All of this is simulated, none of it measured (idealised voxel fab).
Module name: voxel ribs on slabs (process module)
cross-section cut | 230 nm wide | cells 5 nm
Cross-section = grid of square cells, listed top down in bands; band = one or more rows. Basically the band line says how high the top is and how high the bottom is, in nm, and then what's in it from left to right, every material with its width in nm. Empty space shows up as "blank", and if a single material carries "everywhere" it runs the full band edge to edge. Heights are reckoned from 0. Under this level, the received wafer is all of one material. The bottommost band is open-ended downward, for example "0 nm and below". Think of "30..40" as a width that walks from the first number to the second as you go down the band, top row to bottom row, taking equal-sized steps from row to row. For the purposes of this document, the phrase "nothing was modified" attached to a step denotes that no cell within the cross-section was modified by that step. "Fully sealed cavities": sealed empty spaces, 8 cells or more, no open way to top, listed width x height at distance, with distance from the left edge and width, height and distance in nm. On each step's line, the part that comes after the settings is the simulator's own comment on the step. Regarding "overlay nm": on a step with a mask, it is the distance the mask lay to the right of its planned place; a negative value places it to the left.

The steps planned for the process are as follows:
1. RECEIVE, material Si
2. DIRECTIONAL_DEP, material SiO2, thk nm 25
3. DIRECTIONAL_DEP, material SiN, thk nm 20
4. PATTERN, tone cover, mask id RIB, material resist, width nm 20, thk nm 15, overlay nm 0
5. DIRECTIONAL_ETCH, etch materials SiN, depth nm 5
6. STRIP, etch materials resist
7. PATTERN, tone cover, mask id SLAB, material resist, width nm 50, thk nm 20, overlay nm 0
8. DIRECTIONAL_ETCH, etch materials SiN, depth nm 15
9. STRIP, etch materials resist
10. FILL_DEP, material SiO2, thk nm 15
11. CMP, height nm 55
12. DIRECTIONAL_DEP, material W, thk nm 5
13. PATTERN, tone cover, mask id HEATER, material resist, width nm 30, thk nm 20, overlay nm 0
14. DIRECTIONAL_ETCH, etch materials W, depth nm 5
15. STRIP, etch materials resist
16. CONFORMAL_DEP, material SiN, thk nm 10

Cross-section, incoming material, after step 1:
0 nm and below = Si everywhere
Fully sealed cavities: none

The first of two wafers, cross-sectioned at the end of the module, with the run proceeding as planned:
70 nm to 65 nm = 90 nm blank, 50 nm SiN, 90 nm blank
65 nm to 60 nm = SiN everywhere
60 nm to 55 nm = 100 nm SiN, 30 nm W, 100 nm SiN
55 nm to 45 nm = SiO2 everywhere
45 nm to 40 nm = 105 nm SiO2, 20 nm SiN, 105 nm SiO2
40 nm to 25 nm = 90 nm SiO2, 50 nm SiN, 90 nm SiO2
25 nm to 0 nm = SiO2 everywhere
0 nm and below = Si everywhere
Fully sealed cavities: none

Cross-sectional image of the second wafer of the two following completion of the module. Starting state and process plan were the same as for the first wafer; one execution error occurred:
75 nm to 70 nm = 85 nm blank, 60 nm SiN, 85 nm blank
70 nm to 60 nm = SiN everywhere
60 nm to 55 nm = 100 nm SiN, 30 nm W, 100 nm SiN
55 nm to 45 nm = SiO2 everywhere
45 nm to 40 nm = 105 nm SiO2, 20 nm SiN, 105 nm SiO2
40 nm to 25 nm = 90 nm SiO2, 50 nm SiN, 90 nm SiO2
25 nm to 0 nm = SiO2 everywhere
0 nm and below = Si everywhere
Fully sealed cavities: none
Where did the run depart from the plan? note that step 16 departed from the planned setting and was carried out as CONFORMAL_DEP, material SiN, thk nm 15
at the end the second wafer has, in cells: +48 SiN
